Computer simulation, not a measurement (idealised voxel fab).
Process module heading - voxel wiring stack
In the cross-section labelled cut, the width is 225 nm and each square cell is 5 nm.
In this document a cross-section is written as a grid of square cells. It is given as a series of bands, listed from the top down, and a band is one or more rows of cells. Within each band entry, the heights of the top and of the bottom of the band appear first, in that order and in nm; the materials of the band then follow from left to right, each with its corresponding width in nm. The designation "edge to edge" on a single material indicates that it fills the band from edge to edge; the designation "empty" indicates empty space. The reference from which all heights are counted is 0, the level beneath which the as-received wafer is entirely one material; the lowest band, having no lower bound, proceeds downward and is written after the example "0 nm and below". Width: "30..40" (first number = top row, second number = bottom row, same change from row to row of cells). "remained unchanged" for a step: no cell of the cross-section changed in that step. Closed empty spaces (no open way to the top) of 8 cells or more are what "Sealed-off cavities" lists, each as width x height at distance from the left edge, nm for all three. Whatever follows a step's settings on its line is a remark the simulator itself makes about that step. "overlay nm", when on a step's line for a step with a mask, measures how far to the right of its planned place the mask lay; a negative measure means to the left.

**Steps in the process plan**
1) RECEIVE,material Si
2) CONFORMAL_DEP,material SiO2,thk nm 10
3) CONFORMAL_DEP,material SiN,thk nm 5
4) DIRECTIONAL_DEP,material lowk,thk nm 15
5) MASKED_ETCH,tone open,mask id METAL_1,width nm 20,pitch nm 35,etch materials lowk,depth nm 15,overlay nm 0
6) MASKED_ETCH,tone open,mask id METAL_1,width nm 20,pitch nm 35,etch materials SiN,depth nm 5,overlay nm -15
7) CONFORMAL_DEP,material TiN,thk nm 5
8) FILL_DEP,material Ru,thk nm 5
9) CMP,height nm 30
10) CONFORMAL_DEP,material SiCN,thk nm 5
11) DIRECTIONAL_DEP,material SiO2,thk nm 20
12) MASKED_ETCH,tone open,mask id PLUG_1,width nm 15,pitch nm 35,etch materials SiO2,depth nm 20,overlay nm 0
13) MASKED_ETCH,tone open,mask id PLUG_1,width nm 15,pitch nm 35,etch materials SiCN,depth nm 5,overlay nm 0
14) CONFORMAL_DEP,material TiN,thk nm 5
15) FILL_DEP,material Ru,thk nm 10
16) CMP,height nm 55
17) CONFORMAL_DEP,material SiCN,thk nm 5
18) DIRECTIONAL_DEP,material lowk,thk nm 20
19) PATTERN,tone open,mask id METAL_2,material resist,width nm 20,pitch nm 35,thk nm 20,overlay nm 0
20) DIRECTIONAL_ETCH,etch materials lowk,depth nm 20
21) DIRECTIONAL_ETCH,etch materials SiCN,depth nm 5
22) STRIP,etch materials resist
23) CONFORMAL_DEP,material TiN,thk nm 5
24) FILL_DEP,material W,thk nm 5
25) CMP,height nm 80
26) CONFORMAL_DEP,material SiCN,thk nm 5
27) DIRECTIONAL_DEP,material SiO2,thk nm 15
28) PATTERN,tone open,mask id PLUG_2,material resist,width nm 15,pitch nm 35,thk nm 20,overlay nm 0
29) DIRECTIONAL_ETCH,etch materials SiO2,depth nm 15
30) DIRECTIONAL_ETCH,etch materials SiCN,depth nm 5
31) STRIP,etch materials resist
32) EPI,material Ru,thk nm 10
33) EPI,material Ru,thk nm 10
34) DIRECTIONAL_DEP,material TiN,thk nm 5
35) DIRECTIONAL_DEP,material Ru,thk nm 25
36) MASKED_ETCH,tone cover,mask id METAL_3,width nm 20,pitch nm 35,etch materials Ru,depth nm 25,overlay nm 0
37) MASKED_ETCH,tone cover,mask id METAL_3,width nm 20,pitch nm 35,etch materials TiN,depth nm 5,overlay nm 0
38) CONFORMAL_DEP,material SiCN,thk nm 5
39) FILL_DEP,material lowk,thk nm 5
40) CMP,height nm 130
41) CONFORMAL_DEP,material SiCN,thk nm 5
Keep in mind the plan's value for the overlay nm of step 6 comes from the first wafer; the wafers don't share that setting, but they do share the same starting point.

**This is how the first of several wafers looked in cross-section when it arrived, which is after step 1**
  0 nm and below = Si edge to edge
  Sealed-off cavities: none

**Post step 41, the closing step of the module: first of several wafers, cross-sectioned**
  135 nm to 130 nm = SiCN edge to edge
  130 nm to 105 nm = 60 of lowk, then 5 of SiCN, then 20 of Ru, then 5 of SiCN, then 5 of lowk, then 5 of SiCN, then 20 of Ru, then 5 of SiCN, then 5 of lowk, then 5 of SiCN, then 20 of Ru, then 5 of SiCN, then 65 of lowk
  105 nm to 100 nm = 65 of SiCN, then 20 of TiN, then 15 of SiCN, then 20 of TiN, then 15 of SiCN, then 20 of TiN, then 70 of SiCN
  100 nm to 85 nm = 65 of SiO2, then 15 of Ru, then 20 of SiO2, then 15 of Ru, then 20 of SiO2, then 15 of Ru, then 75 of SiO2
  85 nm to 80 nm = 65 of SiCN, then 15 of Ru, then 20 of SiCN, then 15 of Ru, then 20 of SiCN, then 15 of Ru, then 75 of SiCN
  80 nm to 60 nm = 65 of lowk, then 5 of TiN, then 10 of W, then 5 of TiN, then 15 of lowk, then 5 of TiN, then 10 of W, then 5 of TiN, then 15 of lowk, then 5 of TiN, then 10 of W, then 5 of TiN, then 70 of lowk
  60 nm to 55 nm = 65 of SiCN, then 20 of TiN, then 15 of SiCN, then 20 of TiN, then 15 of SiCN, then 20 of TiN, then 70 of SiCN
  55 nm to 35 nm = 65 of SiO2, then 5 of TiN, then 5 of Ru, then 5 of TiN, then 20 of SiO2, then 5 of TiN, then 5 of Ru, then 5 of TiN, then 20 of SiO2, then 5 of TiN, then 5 of Ru, then 5 of TiN, then 75 of SiO2
  35 nm to 30 nm = 65 of SiCN, then 15 of TiN, then 20 of SiCN, then 15 of TiN, then 20 of SiCN, then 15 of TiN, then 75 of SiCN
  30 nm to 20 nm = 65 of lowk, then 5 of TiN, then 10 of Ru, then 5 of TiN, then 15 of lowk, then 5 of TiN, then 10 of Ru, then 5 of TiN, then 15 of lowk, then 5 of TiN, then 10 of Ru, then 5 of TiN, then 70 of lowk
  20 nm to 15 nm = 65 of lowk, then 20 of TiN, then 15 of lowk, then 20 of TiN, then 15 of lowk, then 20 of TiN, then 70 of lowk
  15 nm to 10 nm = 65 of SiN, then 5 of TiN, then 30 of SiN, then 5 of TiN, then 30 of SiN, then 5 of TiN, then 85 of SiN
  10 nm to 0 nm = SiO2 edge to edge
  0 nm and below = Si edge to edge
  Sealed-off cavities: none

**Wafer cross-section (last wafer, module end)**
  135 nm to 130 nm = SiCN edge to edge
  130 nm to 105 nm = 60 of lowk, then 5 of SiCN, then 20 of Ru, then 5 of SiCN, then 5 of lowk, then 5 of SiCN, then 20 of Ru, then 5 of SiCN, then 5 of lowk, then 5 of SiCN, then 20 of Ru, then 5 of SiCN, then 65 of lowk
  105 nm to 100 nm = 65 of SiCN, then 20 of TiN, then 15 of SiCN, then 20 of TiN, then 15 of SiCN, then 20 of TiN, then 70 of SiCN
  100 nm to 85 nm = 65 of SiO2, then 15 of Ru, then 20 of SiO2, then 15 of Ru, then 20 of SiO2, then 15 of Ru, then 75 of SiO2
  85 nm to 80 nm = 65 of SiCN, then 15 of Ru, then 20 of SiCN, then 15 of Ru, then 20 of SiCN, then 15 of Ru, then 75 of SiCN
  80 nm to 60 nm = 65 of lowk, then 5 of TiN, then 10 of W, then 5 of TiN, then 15 of lowk, then 5 of TiN, then 10 of W, then 5 of TiN, then 15 of lowk, then 5 of TiN, then 10 of W, then 5 of TiN, then 70 of lowk
  60 nm to 55 nm = 65 of SiCN, then 20 of TiN, then 15 of SiCN, then 20 of TiN, then 15 of SiCN, then 20 of TiN, then 70 of SiCN
  55 nm to 35 nm = 65 of SiO2, then 5 of TiN, then 5 of Ru, then 5 of TiN, then 20 of SiO2, then 5 of TiN, then 5 of Ru, then 5 of TiN, then 20 of SiO2, then 5 of TiN, then 5 of Ru, then 5 of TiN, then 75 of SiO2
  35 nm to 30 nm = 65 of SiCN, then 15 of TiN, then 20 of SiCN, then 15 of TiN, then 20 of SiCN, then 15 of TiN, then 75 of SiCN
  30 nm to 20 nm = 65 of lowk, then 5 of TiN, then 10 of Ru, then 5 of TiN, then 15 of lowk, then 5 of TiN, then 10 of Ru, then 5 of TiN, then 15 of lowk, then 5 of TiN, then 10 of Ru, then 5 of TiN, then 70 of lowk
  20 nm to 15 nm = 65 of lowk, then 20 of TiN, then 15 of lowk, then 20 of TiN, then 15 of lowk, then 20 of TiN, then 70 of lowk
  15 nm to 10 nm = 80 of SiN, then 5 of TiN, then 30 of SiN, then 5 of TiN, then 30 of SiN, then 5 of TiN, then 70 of SiN
  10 nm to 0 nm = SiO2 edge to edge
  0 nm and below = Si edge to edge
  Sealed-off cavities: none

**Row per wafer, end-of-module: cell gain (+)/loss (-) by material since the wafer came in, then closed voids**
overlay nm -15; +120 Ru; +213 SiCN; +42 SiN; +342 SiO2; +108 TiN; +24 W; +366 lowk; Sealed-off cavities: none
overlay nm -10; +120 Ru; +213 SiCN; +39 SiN; +342 SiO2; +111 TiN; +24 W; +366 lowk; Sealed-off cavities: none
overlay nm -5; +123 Ru; +213 SiCN; +36 SiN; +342 SiO2; +111 TiN; +24 W; +366 lowk; Sealed-off cavities: none
overlay nm 0; +126 Ru; +213 SiCN; +33 SiN; +342 SiO2; +111 TiN; +24 W; +366 lowk; Sealed-off cavities: none
overlay nm 5; +123 Ru; +213 SiCN; +36 SiN; +342 SiO2; +111 TiN; +24 W; +366 lowk; Sealed-off cavities: none
overlay nm 10; +120 Ru; +213 SiCN; +39 SiN; +342 SiO2; +111 TiN; +24 W; +366 lowk; Sealed-off cavities: none
overlay nm 15; +120 Ru; +213 SiCN; +42 SiN; +342 SiO2; +108 TiN; +24 W; +366 lowk; Sealed-off cavities: none
